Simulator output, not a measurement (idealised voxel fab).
This section sets out a process module, namely voxel ribs on slabs.
Section shown: cut. Width: 255 nm. Cell size: 5 nm, square.
Think of the cross-section as a grid of square cells. We describe it in bands, top to bottom, and each band covers one or more rows of those cells.
Each band's line starts with the height of the band's top and of its bottom, in nm. Then come its materials from left to right, each with its width in nm. One material with "throughout" fills the band from edge to edge. "blank" is empty space.
Beneath 0, the wafer as received is one material, and that level is where height counting begins. The lowest band goes on downward without a bottom; it is written like "0 down".
Graded width ("30->40"): value in top row of band = first number; value in bottom row = second number; row-to-row change constant.
Where the words "no alterations made" appear for a step, the cross-section shows no cell changed by that step; every cell remained as before.
"Closed void table" specifies each empty space that is not open to the top and that occupies no fewer than 8 cells, using the form width x height at distance, the distance measured from the left edge and all three quantities in nm.
Past the settings on a step's line: simulator remark, on that step.
When a step includes a mask, the "overlay nm" setting on its line states how far to the right of its planned place that mask lay, and negative values state how far to the left.
This section lists the process steps that were planned
1,RECEIVE with material Si
2,DIRECTIONAL_DEP with material SiO2, thk nm 25
3,DIRECTIONAL_DEP with material polySi, thk nm 15
4,MASKED_ETCH with tone cover, mask id RIB, width nm 30, etch materials polySi, depth nm 5, overlay nm 0
5,DIRECTIONAL_DEP with material aC, thk nm 10
6,PATTERN with tone cover, mask id SLAB, material resist, width nm 70, thk nm 30, overlay nm 0
7,DIRECTIONAL_ETCH with etch materials aC, depth nm 10
8,STRIP with etch materials resist
9,DIRECTIONAL_ETCH with etch materials polySi, depth nm 10
10,STRIP with etch materials aC
11,FILL_DEP with material SiO2, thk nm 30
12,CMP with height nm 60
13,DIRECTIONAL_DEP with material TiN, thk nm 10
14,MASKED_ETCH with tone cover, mask id HEATER, width nm 40, etch materials TiN, depth nm 10, overlay nm 0
15,CONFORMAL_DEP with material SiO2, thk nm 5
First of two wafers - as planned
Cross-section: wafer on arrival = after step 1
  0 down: Si throughout
  Closed void table: none
Take a look at the wafer's cross-section after step 2
  25 to 0: SiO2 throughout
  below 0: unchanged
Take a look at the wafer's cross-section after step 3
  40 to 25: polySi throughout
  below 25: unchanged
Take a look at the wafer's cross-section after step 4
  40 to 35: 110 blank / 30 polySi / 115 blank
  below 35: unchanged
Take a look at the wafer's cross-section after step 5
  50 to 45: 110 blank / 30 aC / 115 blank
  45 to 40: aC throughout
  40 to 35: 110 aC / 30 polySi / 115 aC
  below 35: unchanged
Take a look at the wafer's cross-section after step 6
  80 to 50: 90 blank / 70 resist / 95 blank
  50 to 45: 90 blank / 20 resist / 30 aC / 20 resist / 95 blank
  below 45: unchanged
Take a look at the wafer's cross-section after step 7
  70 to 50: 90 blank / 70 resist / 95 blank
  50 to 45: 90 blank / 20 resist / 30 aC / 20 resist / 95 blank
  45 to 40: 90 blank / 70 aC / 95 blank
  40 to 35: 90 blank / 20 aC / 30 polySi / 20 aC / 95 blank
  below 35: unchanged
Take a look at the wafer's cross-section after step 8
  50 to 40: 110->90 blank / 30->70 aC / 115->95 blank
  below 40: unchanged
Take a look at the wafer's cross-section after step 9
  50 to 40: 110->90 blank / 30->70 aC / 115->95 blank
  40 to 35: 90 blank / 20 aC / 30 polySi / 20 aC / 95 blank
  35 to 25: 90 blank / 70 polySi / 95 blank
  below 25: unchanged
Take a look at the wafer's cross-section after step 10
  40 to 35: 110 blank / 30 polySi / 115 blank
  below 35: unchanged
Take a look at the wafer's cross-section after step 11
  70 to 40: SiO2 throughout
  40 to 35: 110 SiO2 / 30 polySi / 115 SiO2
  35 to 25: 90 SiO2 / 70 polySi / 95 SiO2
  below 25: unchanged
Take a look at the wafer's cross-section after step 12
  60 to 40: SiO2 throughout
  below 40: unchanged
Take a look at the wafer's cross-section after step 13
  70 to 60: TiN throughout
  below 60: unchanged
Take a look at the wafer's cross-section after step 14
  70 to 60: 105 blank / 40 TiN / 110 blank
  below 60: unchanged
Take a look at the wafer's cross-section after step 15
  75 to 70: 100 blank / 50 SiO2 / 105 blank
  70 to 65: 100 blank / 5 SiO2 / 40 TiN / 5 SiO2 / 105 blank
  65 to 60: 105 SiO2 / 40 TiN / 110 SiO2
  below 60: unchanged
The Second Wafer: Common Origin and Plan, One Mistake in Execution, Identical to the First Through Step 3
Second wafer profile in section, at the moment step 4 of the plan was meant to be complete
  40 to 35: 115 blank / 30 polySi / 110 blank
  below 35: unchanged
Second wafer profile in section, at the moment step 5 of the plan was meant to be complete
  50 to 45: 115 blank / 30 aC / 110 blank
  45 to 40: aC throughout
  40 to 35: 115 aC / 30 polySi / 110 aC
  below 35: unchanged
Second wafer profile in section, at the moment step 6 of the plan was meant to be complete
  80 to 50: 90 blank / 70 resist / 95 blank
  50 to 45: 90 blank / 25 resist / 30 aC / 15 resist / 95 blank
  below 45: unchanged
Second wafer profile in section, at the moment step 7 of the plan was meant to be complete
  70 to 50: 90 blank / 70 resist / 95 blank
  50 to 45: 90 blank / 25 resist / 30 aC / 15 resist / 95 blank
  45 to 40: 90 blank / 70 aC / 95 blank
  40 to 35: 90 blank / 25 aC / 30 polySi / 15 aC / 95 blank
  below 35: unchanged
Second wafer profile in section, at the moment step 8 of the plan was meant to be complete
  50 to 40: 115->90 blank / 30->70 aC / 110->95 blank
  below 40: unchanged
Second wafer profile in section, at the moment step 9 of the plan was meant to be complete
  50 to 40: 115->90 blank / 30->70 aC / 110->95 blank
  40 to 35: 90 blank / 25 aC / 30 polySi / 15 aC / 95 blank
  35 to 25: 90 blank / 70 polySi / 95 blank
  below 25: unchanged
Second wafer profile in section, at the moment step 10 of the plan was meant to be complete
  40 to 35: 115 blank / 30 polySi / 110 blank
  below 35: unchanged
Second wafer profile in section, at the moment step 11 of the plan was meant to be complete
  70 to 40: SiO2 throughout
  40 to 35: 115 SiO2 / 30 polySi / 110 SiO2
  35 to 25: 90 SiO2 / 70 polySi / 95 SiO2
  below 25: unchanged
Second wafer profile in section, at the moment step 12 of the plan was meant to be complete
  60 to 40: SiO2 throughout
  below 40: unchanged
Second wafer profile in section, at the moment step 13 of the plan was meant to be complete
  70 to 60: TiN throughout
  below 60: unchanged
Second wafer profile in section, at the moment step 14 of the plan was meant to be complete
  70 to 60: 105 blank / 40 TiN / 110 blank
  below 60: unchanged
Second wafer profile in section, at the moment step 15 of the plan was meant to be complete
  75 to 70: 100 blank / 50 SiO2 / 105 blank
  70 to 65: 100 blank / 5 SiO2 / 40 TiN / 5 SiO2 / 105 blank
  65 to 60: 105 SiO2 / 40 TiN / 110 SiO2
  below 60: unchanged
Deviation from plan: not per plan at step 4, really ran MASKED_ETCH with tone cover, mask id RIB, width nm 30, etch materials polySi, depth nm 5, overlay nm 5
If you tally the cells, the second wafer ends up with the same amount of every material as the first; it's all just sitting in different places.
